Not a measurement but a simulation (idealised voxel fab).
Presented below is a process module, voxel air gaps.
Cross-section cut spans 240 nm and uses square cells 5 nm in size.
Think of the cross-section as a grid of square cells. We describe it in bands, top to bottom, and each band covers one or more rows of those cells. First you get the band's top height and its bottom height, in nm, and then the materials it's made of, left to right, with each width in nm. If you see a single material with "all across", that one covers the band edge to edge. "blank" is empty space. A quick word on heights: they are counted from 0, and under that level the wafer as it came to us is one material throughout. The lowest band is different from the rest in having no bottom; it simply continues downward, written as in "z 0 and below". Quick explanation for "30..40": the width changes in equal steps down the rows of cells, from the first number in the band's top row to the second number in its bottom row. "no change occurred" means the step left every cell of the cross-section as it was. The label "Enclosed void inventory" introduces a list of the empty spaces, 8 cells or larger, that have no open way up to the top; each entry in it reads width x height at distance, where the distance is taken from the left edge and all three are stated in nm. Step line, after settings: the simulator's comment on this step. Among the settings permitted on a step's line is "overlay nm"; applied to a step with a mask, it specifies the extent to which the mask lay to the right of its planned position, whereas a negative figure signifies a position to the left.

### Process steps foreseen in the plan
1 op RECEIVE | material Si
2 op CONFORMAL_DEP | material SiO2 | thk nm 15
3 op CONFORMAL_DEP | material SiCN | thk nm 5
4 op DIRECTIONAL_DEP | material lowk | thk nm 30
5 op PATTERN | tone open | mask id LINES | material resist | width nm 15 | pitch nm 45 | thk nm 20 | overlay nm 0
6 op DIRECTIONAL_ETCH | etch materials lowk | depth nm 30
7 op STRIP | etch materials resist
8 op CONFORMAL_DEP | material TiN | thk nm 5
9 op FILL_DEP | material Cu | thk nm 10
10 op CMP | height nm 50
11 op EPI | material Ru | thk nm 10
12 op SELECTIVE_ETCH | etch materials lowk | depth nm 40
13 op CONFORMAL_DEP | material SiCN | thk nm 5

### First out of two wafers; run went to plan

### The cross-section here shows the wafer as received, i.e. in its state after step 1
	z 0 and below | Si all across
	Enclosed void inventory: none

### State of the wafer after step 2, shown in cross-section
	z 15 to 0 | SiO2 all across
	Below 0, the layers are the same as they were.

### State of the wafer after step 3, shown in cross-section
	z 20 to 15 | SiCN all across
	Below 15, the layers are the same as they were.

### State of the wafer after step 4, shown in cross-section
	z 50 to 20 | lowk all across
	Below 20, the layers are the same as they were.

### State of the wafer after step 5, shown in cross-section
	z 70 to 50 | 65 resist, then 15 blank, then 30 resist, then 15 blank, then 30 resist, then 15 blank, then 70 resist
	Below 50, the layers are the same as they were.

### State of the wafer after step 6, shown in cross-section
	z 70 to 50 | 65 resist, then 15 blank, then 30 resist, then 15 blank, then 30 resist, then 15 blank, then 70 resist
	z 50 to 20 | 65 lowk, then 15 blank, then 30 lowk, then 15 blank, then 30 lowk, then 15 blank, then 70 lowk
	Below 20, the layers are the same as they were.

### State of the wafer after step 7, shown in cross-section
	z 50 to 20 | 65 lowk, then 15 blank, then 30 lowk, then 15 blank, then 30 lowk, then 15 blank, then 70 lowk
	Below 20, the layers are the same as they were.

### State of the wafer after step 8, shown in cross-section
	z 55 to 50 | 70 TiN, then 5 blank, then 40 TiN, then 5 blank, then 40 TiN, then 5 blank, then 75 TiN
	z 50 to 25 | 65 lowk, then 5 TiN, then 5 blank, then 5 TiN, then 30 lowk, then 5 TiN, then 5 blank, then 5 TiN, then 30 lowk, then 5 TiN, then 5 blank, then 5 TiN, then 70 lowk
	z 25 to 20 | 65 lowk, then 15 TiN, then 30 lowk, then 15 TiN, then 30 lowk, then 15 TiN, then 70 lowk
	Below 20, the layers are the same as they were.

### State of the wafer after step 9, shown in cross-section
	z 65 to 55 | Cu all across
	z 55 to 50 | 70 TiN, then 5 Cu, then 40 TiN, then 5 Cu, then 40 TiN, then 5 Cu, then 75 TiN
	z 50 to 25 | 65 lowk, then 5 TiN, then 5 Cu, then 5 TiN, then 30 lowk, then 5 TiN, then 5 Cu, then 5 TiN, then 30 lowk, then 5 TiN, then 5 Cu, then 5 TiN, then 70 lowk
	Below 25, the layers are the same as they were.

### State of the wafer after step 10, shown in cross-section
	z 50 to 25 | 65 lowk, then 5 TiN, then 5 Cu, then 5 TiN, then 30 lowk, then 5 TiN, then 5 Cu, then 5 TiN, then 30 lowk, then 5 TiN, then 5 Cu, then 5 TiN, then 70 lowk
	Below 25, the layers are the same as they were.

### State of the wafer after step 11, shown in cross-section
	z 60 to 50 | 55 blank, then 35 Ru, then 10 blank, then 35 Ru, then 10 blank, then 35 Ru, then 60 blank
	Below 50, the layers are the same as they were.

### State of the wafer after step 12, shown in cross-section
	z 60 to 50 | 55 blank, then 35 Ru, then 10 blank, then 35 Ru, then 10 blank, then 35 Ru, then 60 blank
	z 50 to 25 | 65 blank, then 5 TiN, then 5 Cu, then 5 TiN, then 30 blank, then 5 TiN, then 5 Cu, then 5 TiN, then 30 blank, then 5 TiN, then 5 Cu, then 5 TiN, then 70 blank
	z 25 to 20 | 65 blank, then 15 TiN, then 30 blank, then 15 TiN, then 30 blank, then 15 TiN, then 70 blank
	Below 20, the layers are the same as they were.

### State of the wafer after step 13, shown in cross-section
	z 65 to 60 | 50 blank, then 135 SiCN, then 55 blank
	z 60 to 50 | 50 blank, then 5 SiCN, then 35 Ru, then 10 SiCN, then 35 Ru, then 10 SiCN, then 35 Ru, then 5 SiCN, then 55 blank
	z 50 to 45 | 50 blank, then 15 SiCN, then 5 TiN, then 5 Cu, then 5 TiN, then 30 SiCN, then 5 TiN, then 5 Cu, then 5 TiN, then 30 SiCN, then 5 TiN, then 5 Cu, then 5 TiN, then 15 SiCN, then 55 blank
	z 45 to 25 | 60 blank, then 5 SiCN, then 5 TiN, then 5 Cu, then 5 TiN, then 5 SiCN, then 20 blank, then 5 SiCN, then 5 TiN, then 5 Cu, then 5 TiN, then 5 SiCN, then 20 blank, then 5 SiCN, then 5 TiN, then 5 Cu, then 5 TiN, then 5 SiCN, then 65 blank
	z 25 to 20 | 65 SiCN, then 15 TiN, then 30 SiCN, then 15 TiN, then 30 SiCN, then 15 TiN, then 70 SiCN
	Below 20, the layers are the same as they were.
	Enclosed void inventory: 20 x 20 at 85; 20 x 20 at 130

### For the second wafer, take the first wafer's start and plan, then add one mistake made in running it; everything through step 4, that step included, is shared with the first

### Second wafer, sectioned view, at step 5's planned end time
	z 70 to 50 | 65 resist, then 20 blank, then 25 resist, then 20 blank, then 25 resist, then 20 blank, then 65 resist
	Below 50, the layers are the same as they were.

### Second wafer, sectioned view, at step 6's planned end time
	z 70 to 50 | 65 resist, then 20 blank, then 25 resist, then 20 blank, then 25 resist, then 20 blank, then 65 resist
	z 50 to 20 | 65 lowk, then 20 blank, then 25 lowk, then 20 blank, then 25 lowk, then 20 blank, then 65 lowk
	Below 20, the layers are the same as they were.

### Second wafer, sectioned view, at step 7's planned end time
	z 50 to 20 | 65 lowk, then 20 blank, then 25 lowk, then 20 blank, then 25 lowk, then 20 blank, then 65 lowk
	Below 20, the layers are the same as they were.

### Second wafer, sectioned view, at step 8's planned end time
	z 55 to 50 | 70 TiN, then 10 blank, then 35 TiN, then 10 blank, then 35 TiN, then 10 blank, then 70 TiN
	z 50 to 25 | 65 lowk, then 5 TiN, then 10 blank, then 5 TiN, then 25 lowk, then 5 TiN, then 10 blank, then 5 TiN, then 25 lowk, then 5 TiN, then 10 blank, then 5 TiN, then 65 lowk
	z 25 to 20 | 65 lowk, then 20 TiN, then 25 lowk, then 20 TiN, then 25 lowk, then 20 TiN, then 65 lowk
	Below 20, the layers are the same as they were.

### Second wafer, sectioned view, at step 9's planned end time
	z 65 to 55 | Cu all across
	z 55 to 50 | 70 TiN, then 10 Cu, then 35 TiN, then 10 Cu, then 35 TiN, then 10 Cu, then 70 TiN
	z 50 to 25 | 65 lowk, then 5 TiN, then 10 Cu, then 5 TiN, then 25 lowk, then 5 TiN, then 10 Cu, then 5 TiN, then 25 lowk, then 5 TiN, then 10 Cu, then 5 TiN, then 65 lowk
	Below 25, the layers are the same as they were.

### Second wafer, sectioned view, at step 10's planned end time
	z 50 to 25 | 65 lowk, then 5 TiN, then 10 Cu, then 5 TiN, then 25 lowk, then 5 TiN, then 10 Cu, then 5 TiN, then 25 lowk, then 5 TiN, then 10 Cu, then 5 TiN, then 65 lowk
	Below 25, the layers are the same as they were.

### Second wafer, sectioned view, at step 11's planned end time
	z 60 to 50 | 55 blank, then 40 Ru, then 5 blank, then 40 Ru, then 5 blank, then 40 Ru, then 55 blank
	Below 50, the layers are the same as they were.

### Second wafer, sectioned view, at step 12's planned end time
	z 60 to 50 | 55 blank, then 40 Ru, then 5 blank, then 40 Ru, then 5 blank, then 40 Ru, then 55 blank
	z 50 to 25 | 65 blank, then 5 TiN, then 10 Cu, then 5 TiN, then 25 blank, then 5 TiN, then 10 Cu, then 5 TiN, then 25 blank, then 5 TiN, then 10 Cu, then 5 TiN, then 65 blank
	z 25 to 20 | 65 blank, then 20 TiN, then 25 blank, then 20 TiN, then 25 blank, then 20 TiN, then 65 blank
	Below 20, the layers are the same as they were.

### Second wafer, sectioned view, at step 13's planned end time
	z 65 to 60 | 50 blank, then 140 SiCN, then 50 blank
	z 60 to 50 | 50 blank, then 5 SiCN, then 40 Ru, then 5 SiCN, then 40 Ru, then 5 SiCN, then 40 Ru, then 5 SiCN, then 50 blank
	z 50 to 45 | 50 blank, then 15 SiCN, then 5 TiN, then 10 Cu, then 5 TiN, then 25 SiCN, then 5 TiN, then 10 Cu, then 5 TiN, then 25 SiCN, then 5 TiN, then 10 Cu, then 5 TiN, then 15 SiCN, then 50 blank
	z 45 to 25 | 60 blank, then 5 SiCN, then 5 TiN, then 10 Cu, then 5 TiN, then 5 SiCN, then 15 blank, then 5 SiCN, then 5 TiN, then 10 Cu, then 5 TiN, then 5 SiCN, then 15 blank, then 5 SiCN, then 5 TiN, then 10 Cu, then 5 TiN, then 5 SiCN, then 60 blank
	z 25 to 20 | 65 SiCN, then 20 TiN, then 25 SiCN, then 20 TiN, then 25 SiCN, then 20 TiN, then 65 SiCN
	Below 20, the layers are the same as they were.
	Enclosed void inventory: 15 x 20 at 90; 15 x 20 at 135
Diagnosis: heads up, step 5 didn't go per plan, it actually ran as op PATTERN | tone open | mask id LINES | material resist | width nm 20 | pitch nm 45 | thk nm 20 | overlay nm 0
Bottom line after processing is that, in cells, the second wafer is up or down on some materials versus the first: Cu: 15 more | Ru: 6 more | SiCN: 8 fewer | TiN: 3 more
